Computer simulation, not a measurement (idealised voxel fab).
Module name: voxel ribs on slabs (process module)
The cross-section on display is named cut; it measures 270 nm wide, and its cells are 5 nm squares.
A cross-section in this document is a grid of square cells, and it is written down as bands, the top band listed before the ones below it; a band is made up of one or more rows of cells.
Heads up on the band format: heights come first, top then bottom, in nm. After that it's the materials left to right, each with its width in nm. A single material flagged "edge to edge" fills the whole band edge to edge, and "air" means there's empty space there.
Convention: height 0 is the level below which the wafer, as received, is all one material. The lowest band does not terminate at the bottom but continues downward, represented as "0 -> down".
The notation "30..40" denotes a width that varies across the rows of cells in the band, beginning at the first number in the top row, finishing at the second number in the bottom row, and changing by an identical amount from each row to the next.
The designation "left unchanged", where it is given for a processing step, indicates that no cell of the cross-section was altered in the course of that step.
Voids not open to the top, 8 cells minimum: see "Closed-off voids". Written width x height at distance; distance is from the left edge; nm.
Formally, on a step line, whatever follows the settings is a remark that the simulator itself makes on the step.
"overlay nm" denotes, for a step that has a mask, the displacement of the mask to the right of its planned place, with negative values corresponding to the left.

Plan
1 RECEIVE with material Si
2 DIRECTIONAL_DEP with material SiO2, thk nm 30
3 DIRECTIONAL_DEP with material SiN, thk nm 20
4 PATTERN with tone cover, mask id RIB, material resist, width nm 25, thk nm 20, overlay nm 0
5 DIRECTIONAL_ETCH with etch materials SiN, depth nm 15
6 STRIP with etch materials resist
7 PATTERN with tone cover, mask id SLAB, material resist, width nm 55, thk nm 20, overlay nm -15
8 DIRECTIONAL_ETCH with etch materials SiN, depth nm 5
9 STRIP with etch materials resist
10 FILL_DEP with material SiO2, thk nm 15
11 CMP with height nm 60
12 DIRECTIONAL_DEP with material W, thk nm 10
13 MASKED_ETCH with tone cover, mask id HEATER, width nm 35, etch materials W, depth nm 10, overlay nm 0
14 CONFORMAL_DEP with material SiN, thk nm 5
Wafer-to-wafer difference: overlay nm, step 7. Common start. Plan = first wafer's value.

Here's the first of the wafers in cross-section, just as we got it, i.e. after step 1
> 0 -> down = Si edge to edge
> Closed-off voids: none

Here is the cross-section of the first of several wafers at the end of the module, after its last step, step 14
> 75 -> 70 = air 110 nm, SiN 45 nm, air 115 nm
> 70 -> 65 = air 110 nm, SiN 5 nm, W 35 nm, SiN 5 nm, air 115 nm
> 65 -> 60 = SiN 115 nm, W 35 nm, SiN 120 nm
> 60 -> 50 = SiO2 edge to edge
> 50 -> 35 = SiO2 120 nm, SiN 25 nm, SiO2 125 nm
> 35 -> 30 = SiO2 90 nm, SiN 55 nm, SiO2 125 nm
> 30 -> 0 = SiO2 edge to edge
> 0 -> down = Si edge to edge
> Closed-off voids: none

Last-wafer cross-section at the end of the module
> 75 -> 70 = air 110 nm, SiN 45 nm, air 115 nm
> 70 -> 65 = air 110 nm, SiN 5 nm, W 35 nm, SiN 5 nm, air 115 nm
> 65 -> 60 = SiN 115 nm, W 35 nm, SiN 120 nm
> 60 -> 50 = SiO2 edge to edge
> 50 -> 35 = SiO2 120 nm, SiN 25 nm, SiO2 125 nm
> 35 -> 30 = SiO2 120 nm, SiN 55 nm, SiO2 95 nm
> 30 -> 0 = SiO2 edge to edge
> 0 -> down = Si edge to edge
> Closed-off voids: none

Here is how to read the rows: every wafer has a row, and it shows the wafer at the end of the module, giving for each material how many cells were gained (+) or lost (-) since the wafer was received, then listing its closed voids
overlay nm -15 | +84 SiN | +622 SiO2 | +14 W | Closed-off voids: none
overlay nm -10 | +84 SiN | +622 SiO2 | +14 W | Closed-off voids: none
overlay nm -5 | +84 SiN | +622 SiO2 | +14 W | Closed-off voids: none
overlay nm 0 | +84 SiN | +622 SiO2 | +14 W | Closed-off voids: none
overlay nm 5 | +84 SiN | +622 SiO2 | +14 W | Closed-off voids: none
overlay nm 10 | +84 SiN | +622 SiO2 | +14 W | Closed-off voids: none
overlay nm 15 | +84 SiN | +622 SiO2 | +14 W | Closed-off voids: none
